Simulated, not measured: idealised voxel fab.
process module | voxel wiring stack
For reference, the cross-section in this document is cut, with width 220 nm and square cells of 5 nm.
If you're reading a cross-section in this doc, picture square cells in a grid; it comes to you as bands, top ones listed first down to the bottom, and a band can be one or more rows of cells.
Top height, bottom height, nm. Materials left to right, width each, nm. Single material + "all across" = fills band edge to edge. "air" = empty.
Heights are reckoned from 0. Under this level, the received wafer is all of one material. The bottommost band is open-ended downward, for example "0 and below".
Graded width ("30..40"): value in top row of band = first number; value in bottom row = second number; row-to-row change constant.
Step marked "nothing was modified"? Then no cell in the cross-section changed in it.
"Catalogued sealed voids": sealed empty spaces, 8 cells or more, no open way to top, listed width x height at distance, with distance from the left edge and width, height and distance in nm.
On each step's line, the part that comes after the settings is the simulator's own comment on the step.
You can add "overlay nm" to a step's line. For a step with a mask, it describes how far the mask lay to the right of its planned position, and a negative number describes a lay to the left.
THESE ARE THE STEPS WE PLANNED FOR THE PROCESS
| 1 | RECEIVE with material Si |
| 2 | CONFORMAL_DEP with material SiO2, thk nm 15 |
| 3 | CONFORMAL_DEP with material SiN, thk nm 5 |
| 4 | DIRECTIONAL_DEP with material SiO2, thk nm 25 |
| 5 | DIRECTIONAL_DEP with material aC, thk nm 15 |
| 6 | PATTERN with tone open, mask id METAL_1, material resist, width nm 20, pitch nm 45, thk nm 35, overlay nm 0 |
| 7 | DIRECTIONAL_ETCH with etch materials aC, depth nm 15 |
| 8 | STRIP with etch materials resist |
| 9 | DIRECTIONAL_ETCH with etch materials SiO2, depth nm 25 |
| 10 | DIRECTIONAL_ETCH with etch materials SiN, depth nm 5 |
| 11 | STRIP with etch materials aC |
| 12 | CONFORMAL_DEP with material TiN, thk nm 5 |
| 13 | FILL_DEP with material Ru, thk nm 10 |
| 14 | CMP with height nm 45 |
| 15 | EPI with material Ru, thk nm 5 |
| 16 | FILL_DEP with material SiCN, thk nm 5 |
| 17 | DIRECTIONAL_DEP with material lowk, thk nm 10 |
| 18 | PATTERN with tone open, mask id PLUG_1, material resist, width nm 15, pitch nm 90, thk nm 15, overlay nm 0 |
| 19 | DIRECTIONAL_ETCH with etch materials lowk, depth nm 10 |
| 20 | DIRECTIONAL_ETCH with etch materials SiCN, depth nm 5 |
| 21 | STRIP with etch materials resist |
| 22 | EPI with material Ru, thk nm 10 |
| 23 | EPI with material Ru, thk nm 5 |
| 24 | DIRECTIONAL_DEP with material TiN, thk nm 5 |
| 25 | DIRECTIONAL_DEP with material Ru, thk nm 20 |
| 26 | DIRECTIONAL_DEP with material aC, thk nm 10 |
| 27 | PATTERN with tone cover, mask id METAL_2, material resist, width nm 20, pitch nm 45, thk nm 30, overlay nm 0 |
| 28 | DIRECTIONAL_ETCH with etch materials aC, depth nm 10 |
| 29 | STRIP with etch materials resist |
| 30 | DIRECTIONAL_ETCH with etch materials Ru, depth nm 20 |
| 31 | DIRECTIONAL_ETCH with etch materials TiN, depth nm 5 |
| 32 | STRIP with etch materials aC |
| 33 | CONFORMAL_DEP with material SiN, thk nm 5 |
| 34 | FILL_DEP with material lowk, thk nm 10 |
| 35 | CMP with height nm 90 |
| 36 | CONFORMAL_DEP with material SiCN, thk nm 5 |
| 37 | DIRECTIONAL_DEP with material SiO2, thk nm 10 |
| 38 | PATTERN with tone open, mask id PLUG_2, material resist, width nm 15, pitch nm 90, thk nm 20, overlay nm 0 |
| 39 | DIRECTIONAL_ETCH with etch materials SiO2, depth nm 10 |
| 40 | DIRECTIONAL_ETCH with etch materials SiCN, depth nm 5 |
| 41 | STRIP with etch materials resist |
| 42 | EPI with material Ru, thk nm 10 |
| 43 | EPI with material Ru, thk nm 5 |
| 44 | CONFORMAL_DEP with material SiCN, thk nm 5 |
| 45 | DIRECTIONAL_DEP with material lowk, thk nm 25 |
| 46 | MASKED_ETCH with tone open, mask id METAL_3, width nm 20, pitch nm 45, etch materials lowk, depth nm 25, overlay nm 0 |
| 47 | MASKED_ETCH with tone open, mask id METAL_3, width nm 20, pitch nm 45, etch materials SiCN, depth nm 5, overlay nm 0 |
| 48 | CONFORMAL_DEP with material TiN, thk nm 5 |
| 49 | FILL_DEP with material Ru, thk nm 5 |
| 50 | CMP with height nm 135 |
| 51 | CONFORMAL_DEP with material SiCN, thk nm 5 |
WAFER CROSS-SECTION ON RECEIPT, I.E. AFTER STEP 1
	0 and below  Si all across
	Catalogued sealed voids: none
WAFER CROSS-SECTION AT END OF MODULE: START AND PLAN AS SHOWN ABOVE, ONE EXECUTION ERROR
	140 down to 135  SiCN all across
	135 down to 110  lowk (30) | TiN (5) | Ru (10) | TiN (5) | lowk (25) | TiN (5) | Ru (10) | TiN (5) | lowk (25) | TiN (5) | Ru (10) | TiN (5) | lowk (25) | TiN (5) | Ru (10) | TiN (5) | lowk (35)
	110 down to 105  SiCN (30) | TiN (20) | SiCN (25) | TiN (20) | SiCN (25) | TiN (20) | SiCN (25) | TiN (20) | SiCN (35)
	105 down to 95  SiO2 (30) | Ru (15) | SiO2 (75) | Ru (15) | SiO2 (85)
	95 down to 90  SiCN (30) | Ru (15) | SiCN (75) | Ru (15) | SiCN (85)
	90 down to 70  lowk (25) | SiN (5) | Ru (20) | SiN (5) | lowk (15) | SiN (5) | Ru (20) | SiN (5) | lowk (15) | SiN (5) | Ru (20) | SiN (5) | lowk (15) | SiN (5) | Ru (20) | SiN (5) | lowk (30)
	70 down to 65  SiN (30) | TiN (20) | SiN (25) | TiN (20) | SiN (25) | TiN (20) | SiN (25) | TiN (20) | SiN (35)
	65 down to 55  lowk (30) | Ru (15) | lowk (75) | Ru (15) | lowk (85)
	55 down to 50  SiCN (30) | Ru (15) | SiCN (75) | Ru (15) | SiCN (85)
	50 down to 45  Ru (35) | SiCN (10) | Ru (35) | SiCN (10) | Ru (35) | SiCN (10) | Ru (35) | SiCN (10) | Ru (40)
	45 down to 20  Ru (25) | TiN (5) | SiO2 (20) | TiN (5) | Ru (15) | TiN (5) | SiO2 (20) | TiN (5) | Ru (15) | TiN (5) | SiO2 (20) | TiN (5) | Ru (15) | TiN (5) | SiO2 (20) | TiN (5) | Ru (30)
	20 down to 15  TiN (30) | SiN (20) | TiN (25) | SiN (20) | TiN (25) | SiN (20) | TiN (25) | SiN (20) | TiN (35)
	15 down to 0  SiO2 all across
	0 and below  Si all across
	Catalogued sealed voids: none
Where did the run depart from the plan? rather than as planned, step 6 actually ran as PATTERN with tone cover, mask id METAL_1, material resist, width nm 20, pitch nm 45, thk nm 35, overlay nm 0
